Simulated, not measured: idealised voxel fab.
Process module, titled voxel transistor to metal
It is cross-section cut that appears here, measuring 160 nm in width, its square cells being 5 nm in size.
In what follows, cross-sections appear as grids of square cells, described through bands that run from the top down, where every band is one or more rows of cells.
Quick guide to a band line: top height, bottom height (nm) up front; then every material left to right with its width in nm. Only one material and it's marked "throughout"? Then it fills the band edge to edge. And "empty" just means empty space.
Height reference: 0 = level under which incoming wafer is all one material. Lowest band: no bottom, runs on downward, e.g. "0..down".
Graded width ("30 to 40"): value in top row of band = first number; value in bottom row = second number; row-to-row change constant.
"nothing got changed", as given for a step, is the statement that not any cell of the cross-section underwent a change during that step.
Empty spaces without an open route to the top, at least 8 cells in extent, make up the entry "Unvented internal voids"; each is given as width x height at distance, where the distance is measured from the left edge, and all are in nm.
Note: text after step settings on the step line = simulator remark on that step.
The optional step-line setting "overlay nm" applies to steps with a mask and quantifies how far to the right of its planned location the mask lay, a negative value indicating leftward placement.

# The steps planned for the process are as follows
step 1: op RECEIVE | material Si
step 2: op CONFORMAL_DEP | material SiO2 | thk nm 5
step 3: op CONFORMAL_DEP | material SiN | thk nm 15
step 4: op MASKED_ETCH | tone cover | mask id ACTIVE | width nm 125 | etch materials SiN | depth nm 15 | overlay nm 0
step 5: op MASKED_ETCH | tone cover | mask id ACTIVE | width nm 125 | etch materials SiO2 | depth nm 5 | overlay nm 0
step 6: op MASKED_ETCH | tone cover | mask id ACTIVE | width nm 125 | etch materials Si | depth nm 25 | overlay nm 0
step 7: op FILL_DEP | material SiO2 | thk nm 15
step 8: op CMP | height nm 20
step 9: op SELECTIVE_ETCH | etch materials SiO2 | depth nm 15
step 10: op STRIP | etch materials SiN
step 11: op SELECTIVE_ETCH | etch materials SiO2 | depth nm 5
step 12: op OXIDIZE | depth nm 5
step 13: op DIRECTIONAL_DEP | material polySi | thk nm 30
step 14: op DIRECTIONAL_DEP | material SiCN | thk nm 10
step 15: op DIRECTIONAL_DEP | material aC | thk nm 10
step 16: op PATTERN | tone cover | mask id GATE | material resist | width nm 25 | thk nm 25 | overlay nm 0
step 17: op DIRECTIONAL_ETCH | etch materials aC | depth nm 10
step 18: op STRIP | etch materials resist
step 19: op DIRECTIONAL_ETCH | etch materials SiCN | depth nm 20
step 20: op DIRECTIONAL_ETCH | etch materials polySi | depth nm 40
step 21: op STRIP | etch materials aC
step 22: op CONFORMAL_DEP | material SiO2 | thk nm 5
step 23: op DIRECTIONAL_ETCH | etch materials SiO2 | depth nm 5
step 24: op CONFORMAL_DEP | material SiN | thk nm 10
step 25: op DIRECTIONAL_ETCH | etch materials SiN | depth nm 10
step 26: op DIRECTIONAL_ETCH | etch materials SiO2 | depth nm 5
step 27: op EPI | material pSi | thk nm 5
step 28: op FILL_DEP | material SiO2 | thk nm 10
step 29: op CMP | height nm 30
step 30: op STRIP | etch materials polySi
step 31: op SELECTIVE_ETCH | etch materials SiO2 | depth nm 5
step 32: op CONFORMAL_DEP | material HfO2 | thk nm 5
step 33: op CONFORMAL_DEP | material TiN | thk nm 5
step 34: op FILL_DEP | material W | thk nm 5
step 35: op CMP | height nm 25
step 36: op DIRECTIONAL_DEP | material SiO2 | thk nm 10
step 37: op PATTERN | tone open | mask id CONTACT | material resist | width nm 20 | pitch nm 85 | thk nm 20 | overlay nm 0
step 38: op DIRECTIONAL_ETCH | etch materials SiO2 | depth nm 35
step 39: op STRIP | etch materials resist
step 40: op CONFORMAL_DEP | material TiN | thk nm 5
step 41: op FILL_DEP | material Ru | thk nm 5
step 42: op CMP | height nm 35
step 43: op DIRECTIONAL_DEP | material TiN | thk nm 5
step 44: op DIRECTIONAL_DEP | material W | thk nm 25
step 45: op MASKED_ETCH | tone cover | mask id METAL_1 | width nm 20 | pitch nm 85 | etch materials W | depth nm 25 | overlay nm 0
step 46: op MASKED_ETCH | tone cover | mask id METAL_1 | width nm 20 | pitch nm 85 | etch materials TiN | depth nm 5 | overlay nm 0
step 47: op CONFORMAL_DEP | material SiCN | thk nm 5
step 48: op FILL_DEP | material lowk | thk nm 10
step 49: op CMP | height nm 65
step 50: op CONFORMAL_DEP | material SiCN | thk nm 5
step 51: op DIRECTIONAL_DEP | material SiO2 | thk nm 25
step 52: op MASKED_ETCH | tone open | mask id METAL_2 | width nm 20 | pitch nm 85 | etch materials SiO2 | depth nm 15 | overlay nm 0
step 53: op DIRECTIONAL_DEP | material aC | thk nm 15
step 54: op PATTERN | tone open | mask id METAL_2_HOLES | material resist | width nm 15 | pitch nm 85 | thk nm 30 | overlay nm 0
step 55: op DIRECTIONAL_ETCH | etch materials aC | depth nm 15
step 56: op STRIP | etch materials resist
step 57: op DIRECTIONAL_ETCH | etch materials SiO2 | depth nm 10
step 58: op DIRECTIONAL_ETCH | etch materials SiCN | depth nm 5
step 59: op STRIP | etch materials aC
step 60: op CONFORMAL_DEP | material TiN | thk nm 5
step 61: op FILL_DEP | material Cu | thk nm 5
step 62: op CMP | height nm 95
step 63: op CONFORMAL_DEP | material SiCN | thk nm 5

# Incoming wafer, cross-sectional view, post step 1
  0..down  Si throughout
  Unvented internal voids: none

# Wafer cross-section at module end: first of two, run to plan
  100..95  SiCN throughout
  95..85  25 SiO2 / 5 TiN / 10 Cu / 5 TiN / 65 SiO2 / 5 TiN / 10 Cu / 5 TiN / 30 SiO2
  85..80  25 SiO2 / 5 TiN / 5 Cu / 10 TiN / 65 SiO2 / 5 TiN / 5 Cu / 10 TiN / 30 SiO2
  80..70  25 SiO2 / 5 TiN / 5 Cu / 5 TiN / 70 SiO2 / 5 TiN / 5 Cu / 5 TiN / 35 SiO2
  70..65  25 SiCN / 15 TiN / 70 SiCN / 15 TiN / 35 SiCN
  65..40  20 lowk / 5 SiCN / 20 W / 5 SiCN / 55 lowk / 5 SiCN / 20 W / 5 SiCN / 25 lowk
  40..35  25 SiCN / 20 TiN / 65 SiCN / 20 TiN / 30 SiCN
  35..25  25 SiO2 / 5 TiN / 10 Ru / 5 TiN / 65 SiO2 / 5 TiN / 10 Ru / 5 TiN / 30 SiO2
  25..5  25 SiO2 / 5 TiN / 10 Ru / 5 TiN / 5 SiO2 / 10 SiN / 5 HfO2 / 5 TiN / 15 W / 5 TiN / 5 HfO2 / 10 SiN / 5 SiO2 / 5 TiN / 10 Ru / 5 TiN / 30 SiO2
  5..0  25 SiO2 / 20 TiN / 5 SiO2 / 10 SiN / 5 HfO2 / 25 TiN / 5 HfO2 / 10 SiN / 5 SiO2 / 20 TiN / 30 SiO2
  0..-5  10 SiO2 / 40 pSi / 10 SiO2 / 35 HfO2 / 10 SiO2 / 40 pSi / 15 SiO2
  -5..-25  15 SiO2 / 125 Si / 20 SiO2
  -25..down  Si throughout
  Unvented internal voids: none

# Here is the second of the two wafers cut open at the end of the module - same start, same plan as the first one, but we made one mistake running it
  100..95  SiCN throughout
  95..85  25 SiO2 / 5 TiN / 10 Cu / 5 TiN / 65 SiO2 / 5 TiN / 10 Cu / 5 TiN / 30 SiO2
  85..80  25 SiO2 / 5 TiN / 5 Cu / 10 TiN / 65 SiO2 / 5 TiN / 5 Cu / 10 TiN / 30 SiO2
  80..70  25 SiO2 / 5 TiN / 5 Cu / 5 TiN / 70 SiO2 / 5 TiN / 5 Cu / 5 TiN / 35 SiO2
  70..65  25 SiCN / 15 TiN / 70 SiCN / 15 TiN / 35 SiCN
  65..40  20 lowk / 5 SiCN / 20 W / 5 SiCN / 55 lowk / 5 SiCN / 20 W / 5 SiCN / 25 lowk
  40..35  25 SiCN / 20 TiN / 65 SiCN / 20 TiN / 30 SiCN
  35..25  25 SiO2 / 5 TiN / 10 Ru / 5 TiN / 65 SiO2 / 5 TiN / 10 Ru / 5 TiN / 30 SiO2
  25..5  25 SiO2 / 5 TiN / 10 Ru / 5 TiN / 5 SiO2 / 10 SiN / 5 HfO2 / 5 TiN / 15 W / 5 TiN / 5 HfO2 / 10 SiN / 5 SiO2 / 5 TiN / 10 Ru / 5 TiN / 30 SiO2
  5..0  25 SiO2 / 20 TiN / 5 SiO2 / 10 SiN / 5 HfO2 / 25 TiN / 5 HfO2 / 10 SiN / 5 SiO2 / 20 TiN / 30 SiO2
  0..-5  10 SiO2 / 40 pSi / 10 SiO2 / 35 HfO2 / 10 SiO2 / 40 pSi / 15 SiO2
  -5..-50  15 SiO2 / 125 Si / 20 SiO2
  -50..down  Si throughout
  Unvented internal voids: none
what went wrong: plan step 6 was twice executed
Per the end-of-run cell counts, the second wafer holds more or fewer of some materials than the first: -35 Si | +35 SiO2
